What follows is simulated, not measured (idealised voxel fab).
The following is a process module called voxel self aligned contacts.
Cross-sectional view cut (width: 170 nm; square cell size: 5 nm).
Reading order for cross-sections: top band down to bottom band. Underlying form: a grid of square cells. Band size: one or more rows of cells.
The entry gives the band's vertical extent as a top height and a bottom height in nm, then its horizontal make-up as materials from left to right, each with a width in nm. "air" stands for empty space; a single material marked "edge to edge" fills the band edge to edge.
Ref level 0: as-received wafer is one material below here. Bottom band extends down with no lower bound ("0 and below").
With a width like "30 to 40", each row of cells in the band differs from the next by the same amount, the top row carrying the first number and the bottom row the second.
Step marked "identical to before"? Then no cell in the cross-section changed in it.
What "Trapped void list" gives you is every empty space of 8 cells or more that is cut off from the top. Each appears as width x height at distance, with the distance taken from the left edge and width, height and distance all in nm.
What comes after the settings on a step's line is commentary from the simulator itself on that step.
overlay nm: step with mask; distance mask lay right of planned place; negative value = left of planned place.

**Process steps (planned)**
1 RECEIVE [material Si]
2 CONFORMAL_DEP [material SiO2] [thk nm 5]
3 DIRECTIONAL_DEP [material polySi] [thk nm 30]
4 DIRECTIONAL_DEP [material SiN] [thk nm 25]
5 MASKED_ETCH [tone cover] [mask id GATE] [width nm 30] [pitch nm 70] [etch materials SiN] [depth nm 25] [overlay nm 0]
6 MASKED_ETCH [tone cover] [mask id GATE] [width nm 30] [pitch nm 70] [etch materials polySi] [depth nm 30] [overlay nm -15]
7 CONFORMAL_DEP [material SiN] [thk nm 10]
8 DIRECTIONAL_ETCH [etch materials SiN] [depth nm 10]
9 FILL_DEP [material SiO2] [thk nm 10]
10 CMP [height nm 65]
11 DIRECTIONAL_DEP [material aC] [thk nm 15]
12 PATTERN [tone open] [mask id CONTACT] [material resist] [width nm 50] [thk nm 35] [overlay nm 0]
13 DIRECTIONAL_ETCH [etch materials aC] [depth nm 15]
14 STRIP [etch materials resist]
15 DIRECTIONAL_ETCH [etch materials SiO2] [depth nm 65]
16 STRIP [etch materials aC]
17 CONFORMAL_DEP [material TiN] [thk nm 5]
18 FILL_DEP [material W] [thk nm 5]
19 CMP [height nm 65]
20 CONFORMAL_DEP [material SiN] [thk nm 5]
The wafers in this document start out alike and differ in the overlay nm applied at step 6; the plan shows the value used for the first wafer.

**Cross-section of the first of several received wafers, showing its state after step 1**
  0 and below = Si edge to edge
  Trapped void list: none

**Below is a per-wafer table. In it, each row describes the wafer at the end of the module by giving, for each material, the number of cells gained (+) or lost (-) since the wafer was received, and after that the closed voids of the wafer**
overlay nm -15, +182 SiN, +149 SiO2, +27 TiN, +10 W, +108 polySi, Trapped void list: none
overlay nm -10, +182 SiN, +154 SiO2, +34 TiN, +10 W, +96 polySi, Trapped void list: none
overlay nm -5, +182 SiN, +159 SiO2, +34 TiN, +17 W, +84 polySi, Trapped void list: none
overlay nm 0, +182 SiN, +164 SiO2, +34 TiN, +24 W, +72 polySi, Trapped void list: none
overlay nm 5, +182 SiN, +159 SiO2, +34 TiN, +17 W, +84 polySi, Trapped void list: none
overlay nm 10, +182 SiN, +154 SiO2, +34 TiN, +10 W, +96 polySi, Trapped void list: none
overlay nm 15, +182 SiN, +149 SiO2, +27 TiN, +10 W, +108 polySi, Trapped void list: none
